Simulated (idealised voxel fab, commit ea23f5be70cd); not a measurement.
Module name: voxel wiring stack (process module)
The cross-section on display is named cut; it measures 240 nm wide, and its cells are 5 nm squares.
Each cross-section below is a grid of square cells, stated as bands in top-down order, with one or more rows of cells making up each band.
Heights first: top, then bottom, in nm. Then materials, left to right, each with a width in nm. "edge to edge" on a single material: fills the band edge to edge. "empty": empty space.
Basically, 0 is our baseline, since under it the wafer straight out of the box is all one material. The bottom band has no lower end and keeps on going down, so it looks like "from 0 down".
Quick explanation for "30->40": the width changes in equal steps down the rows of cells, from the first number in the band's top row to the second number in its bottom row.
What does "remains unaltered" mean for a step? It means no cell of the cross-section changed in that step.
In the "Sealed void list" entry, you get each enclosed empty space of 8 cells or more, one with no open way to the top, written width x height at distance, distance from the left edge, in nm.
That trailing text on a step's line, after the settings, is the simulator's own remark on the step.
The setting "overlay nm" may be written on the line of a step. When the step uses a mask, the value reports how far to the right of the planned place the mask lay, and a negative value reports that it lay to the left.
Planned step list for the process:
1 RECEIVE: material Si
2 CONFORMAL_DEP: material SiO2, thk nm 15
3 CONFORMAL_DEP: material SiN, thk nm 5
4 DIRECTIONAL_DEP: material lowk, thk nm 20
5 MASKED_ETCH: tone open, mask id METAL_1, width nm 30, pitch nm 50, etch materials lowk, depth nm 20, overlay nm 0
6 MASKED_ETCH: tone open, mask id METAL_1, width nm 30, pitch nm 50, etch materials SiN, depth nm 5, overlay nm 0
7 CONFORMAL_DEP: material TiN, thk nm 5
8 FILL_DEP: material Cu, thk nm 5
9 CMP: height nm 40
10 CONFORMAL_DEP: material SiCN, thk nm 5
11 DIRECTIONAL_DEP: material SiO2, thk nm 35
12 DIRECTIONAL_DEP: material aC, thk nm 15
13 PATTERN: tone open, mask id METAL_2, material resist, width nm 30, pitch nm 50, thk nm 35, overlay nm 0
14 DIRECTIONAL_ETCH: etch materials aC, depth nm 15
15 STRIP: etch materials resist
16 DIRECTIONAL_ETCH: etch materials SiO2, depth nm 20
17 STRIP: etch materials aC
18 MASKED_ETCH: tone open, mask id METAL_2_HOLES, width nm 15, pitch nm 50, etch materials SiO2, depth nm 15, overlay nm 0
19 MASKED_ETCH: tone open, mask id METAL_2_HOLES, width nm 15, pitch nm 50, etch materials SiCN, depth nm 5, overlay nm 0
20 CONFORMAL_DEP: material TiN, thk nm 5
21 FILL_DEP: material Cu, thk nm 10
22 CMP: height nm 80
23 CONFORMAL_DEP: material SiCN, thk nm 5
24 DIRECTIONAL_DEP: material SiO2, thk nm 30
25 DIRECTIONAL_DEP: material aC, thk nm 15
26 PATTERN: tone open, mask id METAL_3_HOLES, material resist, width nm 15, thk nm 30, overlay nm 0
27 DIRECTIONAL_ETCH: etch materials aC, depth nm 15
28 STRIP: etch materials resist
29 DIRECTIONAL_ETCH: etch materials SiO2, depth nm 30
30 STRIP: etch materials aC
31 DIRECTIONAL_DEP: material aC, thk nm 10
32 PATTERN: tone open, mask id METAL_3, material resist, width nm 30, pitch nm 50, thk nm 25, overlay nm 0
33 DIRECTIONAL_ETCH: etch materials aC, depth nm 10
34 STRIP: etch materials resist
35 DIRECTIONAL_ETCH: etch materials SiO2, depth nm 15
36 DIRECTIONAL_ETCH: etch materials SiCN, depth nm 5
37 STRIP: etch materials aC
38 CONFORMAL_DEP: material TiN, thk nm 5
39 FILL_DEP: material Cu, thk nm 10
40 CMP: height nm 115
41 CONFORMAL_DEP: material SiCN, thk nm 5
As-received state of the wafer in cross-section, equivalent to post-step 1:
* from 0 down | Si edge to edge
* Sealed void list: none
End-of-module cross-section. Starting structure and process plan as above; one mistake made in running it:
* from 120 to 115 | SiCN edge to edge
* from 115 to 105 | SiO2 80 / TiN 5 / Cu 20 / TiN 5 / SiO2 20 / TiN 5 / Cu 20 / TiN 5 / SiO2 80
* from 105 to 100 | SiO2 80 / TiN 5 / Cu 5 / TiN 20 / SiO2 20 / TiN 30 / SiO2 80
* from 100 to 85 | SiO2 80 / TiN 5 / Cu 5 / TiN 5 / SiO2 145
* from 85 to 80 | SiCN 80 / TiN 15 / SiCN 145
* from 80 to 65 | SiO2 80 / TiN 5 / Cu 20 / TiN 5 / SiO2 20 / TiN 5 / Cu 20 / TiN 5 / SiO2 80
* from 65 to 60 | SiO2 80 / TiN 5 / Cu 5 / TiN 20 / SiO2 20 / TiN 5 / Cu 5 / TiN 20 / SiO2 80
* from 60 to 45 | SiO2 80 / TiN 5 / Cu 5 / TiN 5 / SiO2 35 / TiN 5 / Cu 5 / TiN 5 / SiO2 95
* from 45 to 40 | SiCN 80 / TiN 15 / SiCN 35 / TiN 15 / SiCN 95
* from 40 to 20 | lowk 80 / SiCN 5 / Cu 20 / SiCN 5 / lowk 20 / SiCN 5 / Cu 20 / SiCN 5 / lowk 80
* from 20 to 15 | SiN 80 / SiCN 30 / SiN 20 / SiCN 30 / SiN 80
* from 15 to 0 | SiO2 edge to edge
* from 0 down | Si edge to edge
* Sealed void list: none
Nonconformance to the process plan: planned and actual differ for step 7; actual: CONFORMAL_DEP: material SiCN, thk nm 5
